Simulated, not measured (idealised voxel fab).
Process module name: voxel self aligned contacts
It is cross-section cut that appears here, measuring 210 nm in width, its square cells being 5 nm in size.
Cross-section spec: square-cell grid; bands listed top down; each band is one or more rows.
Basically the band line says how high the top is and how high the bottom is, in nm, and then what's in it from left to right, every material with its width in nm. Empty space shows up as "blank", and if a single material carries "edge to edge" it runs the full band edge to edge.
Where do heights start? At 0: under that level the wafer as delivered is made of one material only. And the lowest band has no floor; it just carries on downward, as in "0 nm and below".
Note: "30..40" means the width goes from the first number (top row of the band) to the second number (bottom row) in equal steps per row of cells.
It should be understood that the words "remained the same", when stated for a given step, signify that the cross-section underwent no change in any of its cells during that step.
You'll see "Listed closed voids" listing empty spaces that have no way open to the top, as long as they're 8 cells or more; the notation is width x height at distance, where the distance is from the left edge, and all of it is in nm.
If you see something after the settings on a step's line, that's the simulator's own remark about that step.
overlay nm: right-of-plan distance of the mask on a masked step; negative values mean left-of-plan.

# The following list gives the planned process steps
1) RECEIVE (material Si)
2) CONFORMAL_DEP (material SiO2; thk nm 5)
3) DIRECTIONAL_DEP (material polySi; thk nm 30)
4) DIRECTIONAL_DEP (material SiN; thk nm 15)
5) MASKED_ETCH (tone cover; mask id GATE; width nm 30; pitch nm 55; etch materials SiN; depth nm 15; overlay nm 0)
6) MASKED_ETCH (tone cover; mask id GATE; width nm 30; pitch nm 55; etch materials polySi; depth nm 30; overlay nm 0)
7) CONFORMAL_DEP (material SiN; thk nm 5)
8) DIRECTIONAL_ETCH (etch materials SiN; depth nm 5)
9) FILL_DEP (material SiO2; thk nm 20)
10) CMP (height nm 60)
11) MASKED_ETCH (tone open; mask id CONTACT; width nm 35; etch materials SiO2; depth nm 60; overlay nm 0)
12) CONFORMAL_DEP (material TiN; thk nm 5)
13) FILL_DEP (material Ru; thk nm 5)
14) CMP (height nm 60)
15) CONFORMAL_DEP (material SiCN; thk nm 5)

# First of two wafers - as planned

# Delivered wafer in cross-section: state after step 1
* 0 nm and below | Si edge to edge
* Listed closed voids: none

# Step 2 complete: cross-section through the wafer
* 5 nm to 0 nm | SiO2 edge to edge
* Below 0, no change.

# Step 3 complete: cross-section through the wafer
* 35 nm to 5 nm | polySi edge to edge
* Below 5, no change.

# Step 4 complete: cross-section through the wafer
* 50 nm to 35 nm | SiN edge to edge
* Below 35, no change.

# Step 5 complete: cross-section through the wafer
* 50 nm to 35 nm | 60 nm blank  30 nm SiN  25 nm blank  30 nm SiN  65 nm blank
* Below 35, no change.

# Step 6 complete: cross-section through the wafer
* 50 nm to 35 nm | 60 nm blank  30 nm SiN  25 nm blank  30 nm SiN  65 nm blank
* 35 nm to 5 nm | 60 nm blank  30 nm polySi  25 nm blank  30 nm polySi  65 nm blank
* Below 5, no change.

# Step 7 complete: cross-section through the wafer
* 55 nm to 35 nm | 55 nm blank  40 nm SiN  15 nm blank  40 nm SiN  60 nm blank
* 35 nm to 10 nm | 55 nm blank  5 nm SiN  30 nm polySi  5 nm SiN  15 nm blank  5 nm SiN  30 nm polySi  5 nm SiN  60 nm blank
* 10 nm to 5 nm | 60 nm SiN  30 nm polySi  25 nm SiN  30 nm polySi  65 nm SiN
* Below 5, no change.

# Step 8 complete: cross-section through the wafer
* 50 nm to 35 nm | 55 nm blank  40 nm SiN  15 nm blank  40 nm SiN  60 nm blank
* 35 nm to 5 nm | 55 nm blank  5 nm SiN  30 nm polySi  5 nm SiN  15 nm blank  5 nm SiN  30 nm polySi  5 nm SiN  60 nm blank
* Below 5, no change.

# Step 9 complete: cross-section through the wafer
* 70 nm to 50 nm | SiO2 edge to edge
* 50 nm to 35 nm | 55 nm SiO2  40 nm SiN  15 nm SiO2  40 nm SiN  60 nm SiO2
* 35 nm to 5 nm | 55 nm SiO2  5 nm SiN  30 nm polySi  5 nm SiN  15 nm SiO2  5 nm SiN  30 nm polySi  5 nm SiN  60 nm SiO2
* Below 5, no change.

# Step 10 complete: cross-section through the wafer
* 60 nm to 50 nm | SiO2 edge to edge
* Below 50, no change.

# Step 11 complete: cross-section through the wafer
* 60 nm to 50 nm | 85 nm SiO2  35 nm blank  90 nm SiO2
* 50 nm to 35 nm | 55 nm SiO2  40 nm SiN  15 nm blank  40 nm SiN  60 nm SiO2
* 35 nm to 5 nm | 55 nm SiO2  5 nm SiN  30 nm polySi  5 nm SiN  15 nm blank  5 nm SiN  30 nm polySi  5 nm SiN  60 nm SiO2
* 5 nm to 0 nm | 95 nm SiO2  15 nm blank  100 nm SiO2
* Below 0, no change.

# Step 12 complete: cross-section through the wafer
* 65 nm to 60 nm | 90 nm TiN  25 nm blank  95 nm TiN
* 60 nm to 50 nm | 85 nm SiO2  5..15 nm TiN  25..5 nm blank  5..15 nm TiN  90 nm SiO2
* 50 nm to 35 nm | 55 nm SiO2  40 nm SiN  5 nm TiN  5 nm blank  5 nm TiN  40 nm SiN  60 nm SiO2
* 35 nm to 5 nm | 55 nm SiO2  5 nm SiN  30 nm polySi  5 nm SiN  5 nm TiN  5 nm blank  5 nm TiN  5 nm SiN  30 nm polySi  5 nm SiN  60 nm SiO2
* 5 nm to 0 nm | 95 nm SiO2  15 nm TiN  100 nm SiO2
* Below 0, no change.

# Step 13 complete: cross-section through the wafer
* 70 nm to 65 nm | Ru edge to edge
* 65 nm to 60 nm | 90 nm TiN  25 nm Ru  95 nm TiN
* 60 nm to 50 nm | 85 nm SiO2  5..15 nm TiN  25..5 nm Ru  5..15 nm TiN  90 nm SiO2
* 50 nm to 35 nm | 55 nm SiO2  40 nm SiN  5 nm TiN  5 nm Ru  5 nm TiN  40 nm SiN  60 nm SiO2
* 35 nm to 5 nm | 55 nm SiO2  5 nm SiN  30 nm polySi  5 nm SiN  5 nm TiN  5 nm Ru  5 nm TiN  5 nm SiN  30 nm polySi  5 nm SiN  60 nm SiO2
* Below 5, no change.

# Step 14 complete: cross-section through the wafer
* 60 nm to 50 nm | 85 nm SiO2  5..15 nm TiN  25..5 nm Ru  5..15 nm TiN  90 nm SiO2
* Below 50, no change.

# Step 15 complete: cross-section through the wafer
* 65 nm to 60 nm | SiCN edge to edge
* Below 60, no change.

# The Second Wafer: Common Origin and Plan, One Mistake in Execution, Identical to the First Through Step 2

# Cross-section of the second wafer when, according to plan, step 3 should have finished
* 40 nm to 5 nm | polySi edge to edge
* Below 5, no change.

# Cross-section of the second wafer when, according to plan, step 4 should have finished
* 55 nm to 40 nm | SiN edge to edge
* Below 40, no change.

# Cross-section of the second wafer when, according to plan, step 5 should have finished
* 55 nm to 40 nm | 60 nm blank  30 nm SiN  25 nm blank  30 nm SiN  65 nm blank
* Below 40, no change.

# Cross-section of the second wafer when, according to plan, step 6 should have finished
* 55 nm to 40 nm | 60 nm blank  30 nm SiN  25 nm blank  30 nm SiN  65 nm blank
* 40 nm to 10 nm | 60 nm blank  30 nm polySi  25 nm blank  30 nm polySi  65 nm blank
* Below 10, no change.

# Cross-section of the second wafer when, according to plan, step 7 should have finished
* 60 nm to 40 nm | 55 nm blank  40 nm SiN  15 nm blank  40 nm SiN  60 nm blank
* 40 nm to 15 nm | 55 nm blank  5 nm SiN  30 nm polySi  5 nm SiN  15 nm blank  5 nm SiN  30 nm polySi  5 nm SiN  60 nm blank
* 15 nm to 10 nm | 60 nm SiN  30 nm polySi  25 nm SiN  30 nm polySi  65 nm SiN
* Below 10, no change.

# Cross-section of the second wafer when, according to plan, step 8 should have finished
* 55 nm to 40 nm | 55 nm blank  40 nm SiN  15 nm blank  40 nm SiN  60 nm blank
* 40 nm to 10 nm | 55 nm blank  5 nm SiN  30 nm polySi  5 nm SiN  15 nm blank  5 nm SiN  30 nm polySi  5 nm SiN  60 nm blank
* Below 10, no change.

# Cross-section of the second wafer when, according to plan, step 9 should have finished
* 75 nm to 55 nm | SiO2 edge to edge
* 55 nm to 40 nm | 55 nm SiO2  40 nm SiN  15 nm SiO2  40 nm SiN  60 nm SiO2
* 40 nm to 10 nm | 55 nm SiO2  5 nm SiN  30 nm polySi  5 nm SiN  15 nm SiO2  5 nm SiN  30 nm polySi  5 nm SiN  60 nm SiO2
* Below 10, no change.

# Cross-section of the second wafer when, according to plan, step 10 should have finished
* 60 nm to 55 nm | SiO2 edge to edge
* Below 55, no change.

# Cross-section of the second wafer when, according to plan, step 11 should have finished
* 60 nm to 55 nm | 85 nm SiO2  35 nm blank  90 nm SiO2
* 55 nm to 40 nm | 55 nm SiO2  40 nm SiN  15 nm blank  40 nm SiN  60 nm SiO2
* 40 nm to 10 nm | 55 nm SiO2  5 nm SiN  30 nm polySi  5 nm SiN  15 nm blank  5 nm SiN  30 nm polySi  5 nm SiN  60 nm SiO2
* Below 10, no change.

# Cross-section of the second wafer when, according to plan, step 12 should have finished
* 65 nm to 60 nm | 90 nm TiN  25 nm blank  95 nm TiN
* 60 nm to 55 nm | 85 nm SiO2  15 nm TiN  5 nm blank  15 nm TiN  90 nm SiO2
* 55 nm to 40 nm | 55 nm SiO2  40 nm SiN  5 nm TiN  5 nm blank  5 nm TiN  40 nm SiN  60 nm SiO2
* 40 nm to 15 nm | 55 nm SiO2  5 nm SiN  30 nm polySi  5 nm SiN  5 nm TiN  5 nm blank  5 nm TiN  5 nm SiN  30 nm polySi  5 nm SiN  60 nm SiO2
* 15 nm to 10 nm | 55 nm SiO2  5 nm SiN  30 nm polySi  5 nm SiN  15 nm TiN  5 nm SiN  30 nm polySi  5 nm SiN  60 nm SiO2
* Below 10, no change.

# Cross-section of the second wafer when, according to plan, step 13 should have finished
* 70 nm to 65 nm | Ru edge to edge
* 65 nm to 60 nm | 90 nm TiN  25 nm Ru  95 nm TiN
* 60 nm to 55 nm | 85 nm SiO2  15 nm TiN  5 nm Ru  15 nm TiN  90 nm SiO2
* 55 nm to 40 nm | 55 nm SiO2  40 nm SiN  5 nm TiN  5 nm Ru  5 nm TiN  40 nm SiN  60 nm SiO2
* 40 nm to 15 nm | 55 nm SiO2  5 nm SiN  30 nm polySi  5 nm SiN  5 nm TiN  5 nm Ru  5 nm TiN  5 nm SiN  30 nm polySi  5 nm SiN  60 nm SiO2
* Below 15, no change.

# Cross-section of the second wafer when, according to plan, step 14 should have finished
* 60 nm to 55 nm | 85 nm SiO2  15 nm TiN  5 nm Ru  15 nm TiN  90 nm SiO2
* Below 55, no change.

# Cross-section of the second wafer when, according to plan, step 15 should have finished
* 65 nm to 60 nm | SiCN edge to edge
* Below 60, no change.
Finding, execution versus plan: step 3 was not run as planned; what actually ran was DIRECTIONAL_DEP (material polySi; thk nm 35)
At the finish, the second wafer shows more or fewer cells for some materials than the first does: Ru: 6 fewer; SiO2: 32 fewer; TiN: 4 fewer; polySi: 42 more
